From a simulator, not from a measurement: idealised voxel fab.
Herein follows the process module entitled voxel self aligned vias.
The cross-section on display is named cut; it measures 295 nm wide, and its cells are 5 nm squares.
Cross-section spec: square-cell grid; bands listed top down; each band is one or more rows. Top, bottom (nm), then materials left to right with widths (nm); lone material tagged "everywhere" fills the whole band edge to edge; "blank" = empty space. The reference from which all heights are counted is 0, the level beneath which the as-received wafer is entirely one material; the lowest band, having no lower bound, proceeds downward and is written after the example "z 0 and below". Width: "30..40" (first number = top row, second number = bottom row, same change from row to row of cells). Step marked "everything unchanged"? Then no cell in the cross-section changed in it. Each empty space that has no open way to the top and spans at least 8 cells appears under "Encapsulated voids" as width x height at distance, the distance counted from the left edge, all in nm. That trailing text on a step's line, after the settings, is the simulator's own remark on the step. "overlay nm", when on a step's line for a step with a mask, measures how far to the right of its planned place the mask lay; a negative measure means to the left. Reading key. Pairs: pre-step and post-step cross-section, one process step apart; post-step view only to lowest changed band. Step between + settings: beneath pair. Runs: pairs may be from different runs of this module, same starting wafer. Continuation from pair above: only where "Ex-ante state" entry says.

Ex-ante state
	z 0 and below  Si everywhere
	Encapsulated voids: none

Post-Step Section View
	z 15 to 0  SiO2 everywhere
	All layers under 0 are left as they were.
	Encapsulated voids: none
Which operation links the two cross-sections above? CONFORMAL_DEP | material SiO2 | thk nm 15

Ex-ante state: The initial state for this step is given by the after cross-section of the immediately preceding pair.

Post-Step Section View
	z 20 to 15  SiCN everywhere
	All layers under 15 are left as they were.
	Encapsulated voids: none
Which operation links the two cross-sections above? CONFORMAL_DEP | material SiCN | thk nm 5

Ex-ante state: The initial state for this step is given by the after cross-section of the immediately preceding pair.

Post-Step Section View
	z 45 to 20  lowk everywhere
	All layers under 20 are left as they were.
	Encapsulated voids: none
Which operation links the two cross-sections above? DIRECTIONAL_DEP | material lowk | thk nm 25

Ex-ante state: The initial state for this step is given by the after cross-section of the immediately preceding pair.

Post-Step Section View
	z 45 to 20  lowk 65, blank 20, lowk 50, blank 20, lowk 50, blank 20, lowk 70
	All layers under 20 are left as they were.
	Encapsulated voids: none
Which operation links the two cross-sections above? MASKED_ETCH | tone open | mask id LINES | width nm 20 | pitch nm 70 | etch materials lowk | depth nm 25 | overlay nm 0

Ex-ante state: The initial state for this step is given by the after cross-section of the immediately preceding pair.

Post-Step Section View
	z 50 to 45  TiN 70, blank 10, TiN 60, blank 10, TiN 60, blank 10, TiN 75
	z 45 to 25  lowk 65, TiN 5, blank 10, TiN 5, lowk 50, TiN 5, blank 10, TiN 5, lowk 50, TiN 5, blank 10, TiN 5, lowk 70
	z 25 to 20  lowk 65, TiN 20, lowk 50, TiN 20, lowk 50, TiN 20, lowk 70
	All layers under 20 are left as they were.
	Encapsulated voids: none
Which operation links the two cross-sections above? CONFORMAL_DEP | material TiN | thk nm 5

Ex-ante state: The initial state for this step is given by the after cross-section of the immediately preceding pair.

Post-Step Section View
	z 60 to 50  W everywhere
	z 50 to 45  TiN 70, W 10, TiN 60, W 10, TiN 60, W 10, TiN 75
	z 45 to 25  lowk 65, TiN 5, W 10, TiN 5, lowk 50, TiN 5, W 10, TiN 5, lowk 50, TiN 5, W 10, TiN 5, lowk 70
	All layers under 25 are left as they were.
	Encapsulated voids: none
Which operation links the two cross-sections above? FILL_DEP | material W | thk nm 10

Ex-ante state: The initial state for this step is given by the after cross-section of the immediately preceding pair.

Post-Step Section View
	z 45 to 25  lowk 65, TiN 5, W 10, TiN 5, lowk 50, TiN 5, W 10, TiN 5, lowk 50, TiN 5, W 10, TiN 5, lowk 70
	All layers under 25 are left as they were.
	Encapsulated voids: none
Which operation links the two cross-sections above? CMP | height nm 45

Ex-ante state: The initial state for this step is given by the after cross-section of the immediately preceding pair.

Post-Step Section View
	z 45 to 35  lowk 65, blank 20, lowk 50, blank 20, lowk 50, blank 20, lowk 70
	All layers under 35 are left as they were.
	Encapsulated voids: none
Which operation links the two cross-sections above? SELECTIVE_ETCH | etch materials W Ru TiN | depth nm 10

Ex-ante state: The initial state for this step is given by the after cross-section of the immediately preceding pair.

Post-Step Section View
	z 50 to 45  SiN everywhere
	z 45 to 35  lowk 65, SiN 20, lowk 50, SiN 20, lowk 50, SiN 20, lowk 70
	All layers under 35 are left as they were.
	Encapsulated voids: none
Which operation links the two cross-sections above? FILL_DEP | material SiN | thk nm 5

Ex-ante state: The initial state for this step is given by the after cross-section of the immediately preceding pair.

Post-Step Section View
	z 45 to 35  lowk 65, SiN 20, lowk 50, SiN 20, lowk 50, SiN 20, lowk 70
	All layers under 35 are left as they were.
	Encapsulated voids: none
Which operation links the two cross-sections above? CMP | height nm 45

Ex-ante state: The initial state for this step is given by the after cross-section of the immediately preceding pair.

Post-Step Section View
	z 65 to 45  lowk everywhere
	All layers under 45 are left as they were.
	Encapsulated voids: none
Which operation links the two cross-sections above? DIRECTIONAL_DEP | material lowk | thk nm 20

Ex-ante state: The initial state for this step is given by the after cross-section of the immediately preceding pair.

Post-Step Section View
	z 80 to 65  aC everywhere
	All layers under 65 are left as they were.
	Encapsulated voids: none
Which operation links the two cross-sections above? DIRECTIONAL_DEP | material aC | thk nm 15

Ex-ante state: The initial state for this step is given by the after cross-section of the immediately preceding pair.

Post-Step Section View
	z 115 to 80  resist 55, blank 40, resist 30, blank 40, resist 30, blank 40, resist 60
	All layers under 80 are left as they were.
	Encapsulated voids: none
Which operation links the two cross-sections above? PATTERN | tone open | mask id VIAS | material resist | width nm 40 | pitch nm 70 | thk nm 35 | overlay nm 0

Ex-ante state: The initial state for this step is given by the after cross-section of the immediately preceding pair.

Post-Step Section View
	z 100 to 80  resist 55, blank 40, resist 30, blank 40, resist 30, blank 40, resist 60
	z 80 to 65  aC 55, blank 40, aC 30, blank 40, aC 30, blank 40, aC 60
	All layers under 65 are left as they were.
	Encapsulated voids: none
Which operation links the two cross-sections above? DIRECTIONAL_ETCH | etch materials aC | depth nm 15

Ex-ante state: The initial state for this step is given by the after cross-section of the immediately preceding pair.

Post-Step Section View
	z 80 to 65  aC 55, blank 40, aC 30, blank 40, aC 30, blank 40, aC 60
	All layers under 65 are left as they were.
	Encapsulated voids: none
Which operation links the two cross-sections above? STRIP | etch materials resist

Ex-ante state: The initial state for this step is given by the after cross-section of the immediately preceding pair.

Post-Step Section View
	z 80 to 65  aC 55, blank 40, aC 30, blank 40, aC 30, blank 40, aC 60
	z 65 to 45  lowk 55, blank 40, lowk 30, blank 40, lowk 30, blank 40, lowk 60
	All layers under 45 are left as they were.
	Encapsulated voids: none
Which operation links the two cross-sections above? DIRECTIONAL_ETCH | etch materials lowk | depth nm 20

Ex-ante state: The initial state for this step is given by the after cross-section of the immediately preceding pair.

Post-Step Section View
	z 80 to 65  aC 55, blank 40, aC 30, blank 40, aC 30, blank 40, aC 60
	z 65 to 45  lowk 55, blank 40, lowk 30, blank 40, lowk 30, blank 40, lowk 60
	z 45 to 35  lowk 65, blank 20, lowk 50, blank 20, lowk 50, blank 20, lowk 70
	All layers under 35 are left as they were.
	Encapsulated voids: none
Which operation links the two cross-sections above? DIRECTIONAL_ETCH | etch materials SiN | depth nm 10

Ex-ante state: The initial state for this step is given by the after cross-section of the immediately preceding pair.

Post-Step Section View
	z 65 to 45  lowk 55, blank 40, lowk 30, blank 40, lowk 30, blank 40, lowk 60
	All layers under 45 are left as they were.
	Encapsulated voids: none
Which operation links the two cross-sections above? STRIP | etch materials aC

Ex-ante state: The initial state for this step is given by the after cross-section of the immediately preceding pair.

Post-Step Section View
	z 70 to 65  TiN 60, blank 30, TiN 40, blank 30, TiN 40, blank 30, TiN 65
	z 65 to 50  lowk 55, TiN 5, blank 30, TiN 5, lowk 30, TiN 5, blank 30, TiN 5, lowk 30, TiN 5, blank 30, TiN 5, lowk 60
	z 50 to 40  lowk 55..65, TiN 15..5, blank 10, TiN 15..5, lowk 30..50, TiN 15..5, blank 10, TiN 15..5, lowk 30..50, TiN 15..5, blank 10, TiN 15..5, lowk 60..70
	z 40 to 35  lowk 65, TiN 20, lowk 50, TiN 20, lowk 50, TiN 20, lowk 70
	All layers under 35 are left as they were.
	Encapsulated voids: none
Which operation links the two cross-sections above? CONFORMAL_DEP | material TiN | thk nm 5

Ex-ante state: The initial state for this step is given by the after cross-section of the immediately preceding pair.

Post-Step Section View
	z 80 to 70  Cu everywhere
	z 70 to 65  TiN 60, Cu 30, TiN 40, Cu 30, TiN 40, Cu 30, TiN 65
	z 65 to 50  lowk 55, TiN 5, Cu 30, TiN 5, lowk 30, TiN 5, Cu 30, TiN 5, lowk 30, TiN 5, Cu 30, TiN 5, lowk 60
	z 50 to 40  lowk 55..65, TiN 15..5, Cu 10, TiN 15..5, lowk 30..50, TiN 15..5, Cu 10, TiN 15..5, lowk 30..50, TiN 15..5, Cu 10, TiN 15..5, lowk 60..70
	All layers under 40 are left as they were.
	Encapsulated voids: none
Which operation links the two cross-sections above? FILL_DEP | material Cu | thk nm 10

Ex-ante state: The initial state for this step is given by the after cross-section of the immediately preceding pair.

Post-Step Section View
	z 65 to 50  lowk 55, TiN 5, Cu 30, TiN 5, lowk 30, TiN 5, Cu 30, TiN 5, lowk 30, TiN 5, Cu 30, TiN 5, lowk 60
	All layers under 50 are left as they were.
	Encapsulated voids: none
Which operation links the two cross-sections above? CMP | height nm 65

Ex-ante state: The initial state for this step is given by the after cross-section of the immediately preceding pair.

Post-Step Section View
	z 70 to 65  SiCN everywhere
	All layers under 65 are left as they were.
	Encapsulated voids: none
Which operation links the two cross-sections above? CONFORMAL_DEP | material SiCN | thk nm 5

Ex-ante state
	z 15 to 0  SiO2 everywhere
	z 0 and below  Si everywhere
	Encapsulated voids: none

Post-Step Section View
	z 40 to 15  lowk everywhere
	All layers under 15 are left as they were.
	Encapsulated voids: none
Which operation links the two cross-sections above? DIRECTIONAL_DEP | material lowk | thk nm 25

Ex-ante state: The initial state for this step is given by the after cross-section of the immediately preceding pair.

Post-Step Section View
	z 40 to 15  lowk 65, blank 20, lowk 50, blank 20, lowk 50, blank 20, lowk 70
	All layers under 15 are left as they were.
	Encapsulated voids: none
Which operation links the two cross-sections above? MASKED_ETCH | tone open | mask id LINES | width nm 20 | pitch nm 70 | etch materials lowk | depth nm 25 | overlay nm 0

Ex-ante state: The initial state for this step is given by the after cross-section of the immediately preceding pair.

Post-Step Section View
	z 45 to 40  TiN 70, blank 10, TiN 60, blank 10, TiN 60, blank 10, TiN 75
	z 40 to 20  lowk 65, TiN 5, blank 10, TiN 5, lowk 50, TiN 5, blank 10, TiN 5, lowk 50, TiN 5, blank 10, TiN 5, lowk 70
	z 20 to 15  lowk 65, TiN 20, lowk 50, TiN 20, lowk 50, TiN 20, lowk 70
	All layers under 15 are left as they were.
	Encapsulated voids: none
Which operation links the two cross-sections above? CONFORMAL_DEP | material TiN | thk nm 5

Ex-ante state: The initial state for this step is given by the after cross-section of the immediately preceding pair.

Post-Step Section View
	z 55 to 45  W everywhere
	z 45 to 40  TiN 70, W 10, TiN 60, W 10, TiN 60, W 10, TiN 75
	z 40 to 20  lowk 65, TiN 5, W 10, TiN 5, lowk 50, TiN 5, W 10, TiN 5, lowk 50, TiN 5, W 10, TiN 5, lowk 70
	All layers under 20 are left as they were.
	Encapsulated voids: none
Which operation links the two cross-sections above? FILL_DEP | material W | thk nm 10

Ex-ante state: The initial state for this step is given by the after cross-section of the immediately preceding pair.

Post-Step Section View
	z 45 to 40  TiN 70, W 10, TiN 60, W 10, TiN 60, W 10, TiN 75
	All layers under 40 are left as they were.
	Encapsulated voids: none
Which operation links the two cross-sections above? CMP | height nm 45

Ex-ante state: The initial state for this step is given by the after cross-section of the immediately preceding pair.

Post-Step Section View
	z 40 to 35  lowk 65, blank 20, lowk 50, blank 20, lowk 50, blank 20, lowk 70
	All layers under 35 are left as they were.
	Encapsulated voids: none
Which operation links the two cross-sections above? SELECTIVE_ETCH | etch materials W Ru TiN | depth nm 10

Ex-ante state: The initial state for this step is given by the after cross-section of the immediately preceding pair.

Post-Step Section View
	z 45 to 40  SiN everywhere
	z 40 to 35  lowk 65, SiN 20, lowk 50, SiN 20, lowk 50, SiN 20, lowk 70
	All layers under 35 are left as they were.
	Encapsulated voids: none
Which operation links the two cross-sections above? FILL_DEP | material SiN | thk nm 5

Ex-ante state: The initial state for this step is given by the after cross-section of the immediately preceding pair.

Post-Step Section View
	z 65 to 45  lowk everywhere
	All layers under 45 are left as they were.
	Encapsulated voids: none
Which operation links the two cross-sections above? DIRECTIONAL_DEP | material lowk | thk nm 20

Ex-ante state: The initial state for this step is given by the after cross-section of the immediately preceding pair.

Post-Step Section View
	z 80 to 65  aC everywhere
	All layers under 65 are left as they were.
	Encapsulated voids: none
Which operation links the two cross-sections above? DIRECTIONAL_DEP | material aC | thk nm 15

Ex-ante state: The initial state for this step is given by the after cross-section of the immediately preceding pair.

Post-Step Section View
	z 115 to 80  resist 55, blank 40, resist 30, blank 40, resist 30, blank 40, resist 60
	All layers under 80 are left as they were.
	Encapsulated voids: none
Which operation links the two cross-sections above? PATTERN | tone open | mask id VIAS | material resist | width nm 40 | pitch nm 70 | thk nm 35 | overlay nm 0

Ex-ante state: The initial state for this step is given by the after cross-section of the immediately preceding pair.

Post-Step Section View
	z 100 to 80  resist 55, blank 40, resist 30, blank 40, resist 30, blank 40, resist 60
	z 80 to 65  aC 55, blank 40, aC 30, blank 40, aC 30, blank 40, aC 60
	All layers under 65 are left as they were.
	Encapsulated voids: none
Which operation links the two cross-sections above? DIRECTIONAL_ETCH | etch materials aC | depth nm 15

Ex-ante state: The initial state for this step is given by the after cross-section of the immediately preceding pair.

Post-Step Section View
	z 80 to 65  aC 55, blank 40, aC 30, blank 40, aC 30, blank 40, aC 60
	All layers under 65 are left as they were.
	Encapsulated voids: none
Which operation links the two cross-sections above? STRIP | etch materials resist

Ex-ante state: The initial state for this step is given by the after cross-section of the immediately preceding pair.

Post-Step Section View
	z 80 to 65  aC 55, blank 40, aC 30, blank 40, aC 30, blank 40, aC 60
	z 65 to 45  lowk 55, blank 40, lowk 30, blank 40, lowk 30, blank 40, lowk 60
	All layers under 45 are left as they were.
	Encapsulated voids: none
Which operation links the two cross-sections above? DIRECTIONAL_ETCH | etch materials lowk | depth nm 20

Ex-ante state: The initial state for this step is given by the after cross-section of the immediately preceding pair.

Post-Step Section View
	z 80 to 65  aC 55, blank 40, aC 30, blank 40, aC 30, blank 40, aC 60
	z 65 to 45  lowk 55, blank 40, lowk 30, blank 40, lowk 30, blank 40, lowk 60
	z 45 to 40  SiN 55, blank 40, SiN 30, blank 40, SiN 30, blank 40, SiN 60
	z 40 to 35  lowk 65, blank 20, lowk 50, blank 20, lowk 50, blank 20, lowk 70
	All layers under 35 are left as they were.
	Encapsulated voids: none
Which operation links the two cross-sections above? DIRECTIONAL_ETCH | etch materials SiN | depth nm 10

Ex-ante state: The initial state for this step is given by the after cross-section of the immediately preceding pair.

Post-Step Section View
	z 65 to 45  lowk 55, blank 40, lowk 30, blank 40, lowk 30, blank 40, lowk 60
	All layers under 45 are left as they were.
	Encapsulated voids: none
Which operation links the two cross-sections above? STRIP | etch materials aC

Ex-ante state: The initial state for this step is given by the after cross-section of the immediately preceding pair.

Post-Step Section View
	z 70 to 65  TiN 60, blank 30, TiN 40, blank 30, TiN 40, blank 30, TiN 65
	z 65 to 45  lowk 55, TiN 5, blank 30, TiN 5, lowk 30, TiN 5, blank 30, TiN 5, lowk 30, TiN 5, blank 30, TiN 5, lowk 60
	z 45 to 40  SiN 55, TiN 15, blank 10, TiN 15, SiN 30, TiN 15, blank 10, TiN 15, SiN 30, TiN 15, blank 10, TiN 15, SiN 60
	z 40 to 35  lowk 65, TiN 20, lowk 50, TiN 20, lowk 50, TiN 20, lowk 70
	All layers under 35 are left as they were.
	Encapsulated voids: none
Which operation links the two cross-sections above? CONFORMAL_DEP | material TiN | thk nm 5

Ex-ante state: The initial state for this step is given by the after cross-section of the immediately preceding pair.

Post-Step Section View
	z 80 to 70  Cu everywhere
	z 70 to 65  TiN 60, Cu 30, TiN 40, Cu 30, TiN 40, Cu 30, TiN 65
	z 65 to 45  lowk 55, TiN 5, Cu 30, TiN 5, lowk 30, TiN 5, Cu 30, TiN 5, lowk 30, TiN 5, Cu 30, TiN 5, lowk 60
	z 45 to 40  SiN 55, TiN 15, Cu 10, TiN 15, SiN 30, TiN 15, Cu 10, TiN 15, SiN 30, TiN 15, Cu 10, TiN 15, SiN 60
	All layers under 40 are left as they were.
	Encapsulated voids: none
Which operation links the two cross-sections above? FILL_DEP | material Cu | thk nm 10

Ex-ante state: The initial state for this step is given by the after cross-section of the immediately preceding pair.

Post-Step Section View
	z 65 to 45  lowk 55, TiN 5, Cu 30, TiN 5, lowk 30, TiN 5, Cu 30, TiN 5, lowk 30, TiN 5, Cu 30, TiN 5, lowk 60
	All layers under 45 are left as they were.
	Encapsulated voids: none
Which operation links the two cross-sections above? CMP | height nm 65

Ex-ante state: The initial state for this step is given by the after cross-section of the immediately preceding pair.

Post-Step Section View
	z 70 to 65  SiCN everywhere
	All layers under 65 are left as they were.
	Encapsulated voids: none
Which operation links the two cross-sections above? CONFORMAL_DEP | material SiCN | thk nm 5

Ex-ante state
	z 80 to 65  aC 55, blank 40, aC 30, blank 40, aC 30, blank 40, aC 60
	z 65 to 45  lowk 55, blank 40, lowk 30, blank 40, lowk 30, blank 40, lowk 60
	z 45 to 35  lowk 65, SiN 20, lowk 50, SiN 20, lowk 50, SiN 20, lowk 70
	z 35 to 25  lowk 65, TiN 5, W 10, TiN 5, lowk 50, TiN 5, W 10, TiN 5, lowk 50, TiN 5, W 10, TiN 5, lowk 70
	z 25 to 20  lowk 65, TiN 20, lowk 50, TiN 20, lowk 50, TiN 20, lowk 70
	z 20 to 15  SiCN everywhere
	z 15 to 0  SiO2 everywhere
	z 0 and below  Si everywhere
	Encapsulated voids: none

Post-Step Section View
	z 80 to 65  aC 55, blank 40, aC 30, blank 40, aC 30, blank 40, aC 60
	z 65 to 45  lowk 55, blank 40, lowk 30, blank 40, lowk 30, blank 40, lowk 60
	z 45 to 35  lowk 55, blank 10, SiN 20, blank 10, lowk 30, blank 10, SiN 20, blank 10, lowk 30, blank 10, SiN 20, blank 10, lowk 60
	z 35 to 25  lowk 55, blank 10, TiN 5, W 10, TiN 5, blank 10, lowk 30, blank 10, TiN 5, W 10, TiN 5, blank 10, lowk 30, blank 10, TiN 5, W 10, TiN 5, blank 10, lowk 60
	All layers under 25 are left as they were.
	Encapsulated voids: none
Which operation links the two cross-sections above? DIRECTIONAL_ETCH | etch materials lowk | depth nm 20

Ex-ante state: The initial state for this step is given by the after cross-section of the immediately preceding pair.

Post-Step Section View
	z 80 to 65  aC 55, blank 40, aC 30, blank 40, aC 30, blank 40, aC 60
	z 65 to 35  lowk 55, blank 40, lowk 30, blank 40, lowk 30, blank 40, lowk 60
	All layers under 35 are left as they were.
	Encapsulated voids: none
Which operation links the two cross-sections above? DIRECTIONAL_ETCH | etch materials SiN | depth nm 10

Ex-ante state: The initial state for this step is given by the after cross-section of the immediately preceding pair.

Post-Step Section View
	z 65 to 35  lowk 55, blank 40, lowk 30, blank 40, lowk 30, blank 40, lowk 60
	All layers under 35 are left as they were.
	Encapsulated voids: none
Which operation links the two cross-sections above? STRIP | etch materials aC

Ex-ante state: The initial state for this step is given by the after cross-section of the immediately preceding pair.

Post-Step Section View
	z 70 to 65  TiN 60, blank 30, TiN 40, blank 30, TiN 40, blank 30, TiN 65
	z 65 to 40  lowk 55, TiN 5, blank 30, TiN 5, lowk 30, TiN 5, blank 30, TiN 5, lowk 30, TiN 5, blank 30, TiN 5, lowk 60
	z 40 to 35  lowk 55, TiN 40, lowk 30, TiN 40, lowk 30, TiN 40, lowk 60
	z 35 to 25  lowk 55, TiN 15, W 10, TiN 15, lowk 30, TiN 15, W 10, TiN 15, lowk 30, TiN 15, W 10, TiN 15, lowk 60
	All layers under 25 are left as they were.
	Encapsulated voids: none
Which operation links the two cross-sections above? CONFORMAL_DEP | material TiN | thk nm 5

Ex-ante state: The initial state for this step is given by the after cross-section of the immediately preceding pair.

Post-Step Section View
	z 80 to 70  Cu everywhere
	z 70 to 65  TiN 60, Cu 30, TiN 40, Cu 30, TiN 40, Cu 30, TiN 65
	z 65 to 40  lowk 55, TiN 5, Cu 30, TiN 5, lowk 30, TiN 5, Cu 30, TiN 5, lowk 30, TiN 5, Cu 30, TiN 5, lowk 60
	All layers under 40 are left as they were.
	Encapsulated voids: none
Which operation links the two cross-sections above? FILL_DEP | material Cu | thk nm 10

Ex-ante state: The initial state for this step is given by the after cross-section of the immediately preceding pair.

Post-Step Section View
	z 65 to 40  lowk 55, TiN 5, Cu 30, TiN 5, lowk 30, TiN 5, Cu 30, TiN 5, lowk 30, TiN 5, Cu 30, TiN 5, lowk 60
	All layers under 40 are left as they were.
	Encapsulated voids: none
Which operation links the two cross-sections above? CMP | height nm 65

Ex-ante state: The initial state for this step is given by the after cross-section of the immediately preceding pair.

Post-Step Section View
	z 70 to 65  SiCN everywhere
	All layers under 65 are left as they were.
	Encapsulated voids: none
Which operation links the two cross-sections above? CONFORMAL_DEP | material SiCN | thk nm 5

Ex-ante state
	z 40 to 15  lowk everywhere
	z 15 to 0  SiO2 everywhere
	z 0 and below  Si everywhere
	Encapsulated voids: none

Post-Step Section View
	z 45 to 40  SiCN everywhere
	All layers under 40 are left as they were.
	Encapsulated voids: none
Which operation links the two cross-sections above? CONFORMAL_DEP | material SiCN | thk nm 5

Ex-ante state: The initial state for this step is given by the after cross-section of the immediately preceding pair.

Post-Step Section View
	z 50 to 45  TiN everywhere
	All layers under 45 are left as they were.
	Encapsulated voids: none
Which operation links the two cross-sections above? CONFORMAL_DEP | material TiN | thk nm 5

Ex-ante state: The initial state for this step is given by the after cross-section of the immediately preceding pair.

Post-Step Section View
	z 60 to 50  W everywhere
	All layers under 50 are left as they were.
	Encapsulated voids: none
Which operation links the two cross-sections above? FILL_DEP | material W | thk nm 10

Ex-ante state: The initial state for this step is given by the after cross-section of the immediately preceding pair.

Post-Step Section View
	z 45 to 40  SiCN everywhere
	All layers under 40 are left as they were.
	Encapsulated voids: none
Which operation links the two cross-sections above? CMP | height nm 45

Ex-ante state: The initial state for this step is given by the after cross-section of the immediately preceding pair.

Post-Step Section View
	z 50 to 45  SiN everywhere
	All layers under 45 are left as they were.
	Encapsulated voids: none
Which operation links the two cross-sections above? FILL_DEP | material SiN | thk nm 5

Ex-ante state: The initial state for this step is given by the after cross-section of the immediately preceding pair.

Post-Step Section View
	z 45 to 40  SiCN everywhere
	All layers under 40 are left as they were.
	Encapsulated voids: none
Which operation links the two cross-sections above? CMP | height nm 45

Ex-ante state: The initial state for this step is given by the after cross-section of the immediately preceding pair.

Post-Step Section View
	z 65 to 45  lowk everywhere
	All layers under 45 are left as they were.
	Encapsulated voids: none
Which operation links the two cross-sections above? DIRECTIONAL_DEP | material lowk | thk nm 20

Ex-ante state: The initial state for this step is given by the after cross-section of the immediately preceding pair.

Post-Step Section View
	z 80 to 65  aC everywhere
	All layers under 65 are left as they were.
	Encapsulated voids: none
Which operation links the two cross-sections above? DIRECTIONAL_DEP | material aC | thk nm 15

Ex-ante state: The initial state for this step is given by the after cross-section of the immediately preceding pair.

Post-Step Section View
	z 115 to 80  resist 55, blank 40, resist 30, blank 40, resist 30, blank 40, resist 60
	All layers under 80 are left as they were.
	Encapsulated voids: none
Which operation links the two cross-sections above? PATTERN | tone open | mask id VIAS | material resist | width nm 40 | pitch nm 70 | thk nm 35 | overlay nm 0

Ex-ante state: The initial state for this step is given by the after cross-section of the immediately preceding pair.

Post-Step Section View
	z 100 to 80  resist 55, blank 40, resist 30, blank 40, resist 30, blank 40, resist 60
	z 80 to 65  aC 55, blank 40, aC 30, blank 40, aC 30, blank 40, aC 60
	All layers under 65 are left as they were.
	Encapsulated voids: none
Which operation links the two cross-sections above? DIRECTIONAL_ETCH | etch materials aC | depth nm 15

Ex-ante state: The initial state for this step is given by the after cross-section of the immediately preceding pair.

Post-Step Section View
	z 80 to 65  aC 55, blank 40, aC 30, blank 40, aC 30, blank 40, aC 60
	All layers under 65 are left as they were.
	Encapsulated voids: none
Which operation links the two cross-sections above? STRIP | etch materials resist

Ex-ante state: The initial state for this step is given by the after cross-section of the immediately preceding pair.

Post-Step Section View
	z 80 to 65  aC 55, blank 40, aC 30, blank 40, aC 30, blank 40, aC 60
	z 65 to 45  lowk 55, blank 40, lowk 30, blank 40, lowk 30, blank 40, lowk 60
	All layers under 45 are left as they were.
	Encapsulated voids: none
Which operation links the two cross-sections above? DIRECTIONAL_ETCH | etch materials lowk | depth nm 20

Ex-ante state: The initial state for this step is given by the after cross-section of the immediately preceding pair.

Post-Step Section View
	z 65 to 45  lowk 55, blank 40, lowk 30, blank 40, lowk 30, blank 40, lowk 60
	All layers under 45 are left as they were.
	Encapsulated voids: none
Which operation links the two cross-sections above? STRIP | etch materials aC

Ex-ante state: The initial state for this step is given by the after cross-section of the immediately preceding pair.

Post-Step Section View
	z 70 to 65  TiN 60, blank 30, TiN 40, blank 30, TiN 40, blank 30, TiN 65
	z 65 to 50  lowk 55, TiN 5, blank 30, TiN 5, lowk 30, TiN 5, blank 30, TiN 5, lowk 30, TiN 5, blank 30, TiN 5, lowk 60
	z 50 to 45  lowk 55, TiN 40, lowk 30, TiN 40, lowk 30, TiN 40, lowk 60
	All layers under 45 are left as they were.
	Encapsulated voids: none
Which operation links the two cross-sections above? CONFORMAL_DEP | material TiN | thk nm 5

Ex-ante state: The initial state for this step is given by the after cross-section of the immediately preceding pair.

Post-Step Section View
	z 80 to 70  Cu everywhere
	z 70 to 65  TiN 60, Cu 30, TiN 40, Cu 30, TiN 40, Cu 30, TiN 65
	z 65 to 50  lowk 55, TiN 5, Cu 30, TiN 5, lowk 30, TiN 5, Cu 30, TiN 5, lowk 30, TiN 5, Cu 30, TiN 5, lowk 60
	All layers under 50 are left as they were.
	Encapsulated voids: none
Which operation links the two cross-sections above? FILL_DEP | material Cu | thk nm 10

Ex-ante state: The initial state for this step is given by the after cross-section of the immediately preceding pair.

Post-Step Section View
	z 65 to 50  lowk 55, TiN 5, Cu 30, TiN 5, lowk 30, TiN 5, Cu 30, TiN 5, lowk 30, TiN 5, Cu 30, TiN 5, lowk 60
	All layers under 50 are left as they were.
	Encapsulated voids: none
Which operation links the two cross-sections above? CMP | height nm 65

Ex-ante state: The initial state for this step is given by the after cross-section of the immediately preceding pair.

Post-Step Section View
	z 70 to 65  SiCN everywhere
	All layers under 65 are left as they were.
	Encapsulated voids: none
Which operation links the two cross-sections above? CONFORMAL_DEP | material SiCN | thk nm 5

Ex-ante state
	z 45 to 25  lowk 65, TiN 5, W 10, TiN 5, lowk 50, TiN 5, W 10, TiN 5, lowk 50, TiN 5, W 10, TiN 5, lowk 70
	z 25 to 20  lowk 65, TiN 20, lowk 50, TiN 20, lowk 50, TiN 20, lowk 70
	z 20 to 15  SiCN everywhere
	z 15 to 0  SiO2 everywhere
	z 0 and below  Si everywhere
	Encapsulated voids: none

Post-Step Section View
	z 45 to 30  lowk 65, blank 20, lowk 50, blank 20, lowk 50, blank 20, lowk 70
	All layers under 30 are left as they were.
	Encapsulated voids: none
Which operation links the two cross-sections above? SELECTIVE_ETCH | etch materials W Ru TiN | depth nm 15

Ex-ante state: The initial state for this step is given by the after cross-section of the immediately preceding pair.

Post-Step Section View
	z 50 to 45  SiN everywhere
	z 45 to 30  lowk 65, SiN 20, lowk 50, SiN 20, lowk 50, SiN 20, lowk 70
	All layers under 30 are left as they were.
	Encapsulated voids: none
Which operation links the two cross-sections above? FILL_DEP | material SiN | thk nm 5

Ex-ante state: The initial state for this step is given by the after cross-section of the immediately preceding pair.

Post-Step Section View
	z 45 to 30  lowk 65, SiN 20, lowk 50, SiN 20, lowk 50, SiN 20, lowk 70
	All layers under 30 are left as they were.
	Encapsulated voids: none
Which operation links the two cross-sections above? CMP | height nm 45

Ex-ante state: The initial state for this step is given by the after cross-section of the immediately preceding pair.

Post-Step Section View
	z 65 to 45  lowk everywhere
	All layers under 45 are left as they were.
	Encapsulated voids: none
Which operation links the two cross-sections above? DIRECTIONAL_DEP | material lowk | thk nm 20

Ex-ante state: The initial state for this step is given by the after cross-section of the immediately preceding pair.

Post-Step Section View
	z 80 to 65  aC everywhere
	All layers under 65 are left as they were.
	Encapsulated voids: none
Which operation links the two cross-sections above? DIRECTIONAL_DEP | material aC | thk nm 15

Ex-ante state: The initial state for this step is given by the after cross-section of the immediately preceding pair.

Post-Step Section View
	z 115 to 80  resist 55, blank 40, resist 30, blank 40, resist 30, blank 40, resist 60
	All layers under 80 are left as they were.
	Encapsulated voids: none
Which operation links the two cross-sections above? PATTERN | tone open | mask id VIAS | material resist | width nm 40 | pitch nm 70 | thk nm 35 | overlay nm 0

Ex-ante state: The initial state for this step is given by the after cross-section of the immediately preceding pair.

Post-Step Section View
	z 100 to 80  resist 55, blank 40, resist 30, blank 40, resist 30, blank 40, resist 60
	z 80 to 65  aC 55, blank 40, aC 30, blank 40, aC 30, blank 40, aC 60
	All layers under 65 are left as they were.
	Encapsulated voids: none
Which operation links the two cross-sections above? DIRECTIONAL_ETCH | etch materials aC | depth nm 15

Ex-ante state: The initial state for this step is given by the after cross-section of the immediately preceding pair.

Post-Step Section View
	z 80 to 65  aC 55, blank 40, aC 30, blank 40, aC 30, blank 40, aC 60
	All layers under 65 are left as they were.
	Encapsulated voids: none
Which operation links the two cross-sections above? STRIP | etch materials resist

Ex-ante state: The initial state for this step is given by the after cross-section of the immediately preceding pair.

Post-Step Section View
	z 80 to 65  aC 55, blank 40, aC 30, blank 40, aC 30, blank 40, aC 60
	z 65 to 45  lowk 55, blank 40, lowk 30, blank 40, lowk 30, blank 40, lowk 60
	All layers under 45 are left as they were.
	Encapsulated voids: none
Which operation links the two cross-sections above? DIRECTIONAL_ETCH | etch materials lowk | depth nm 20
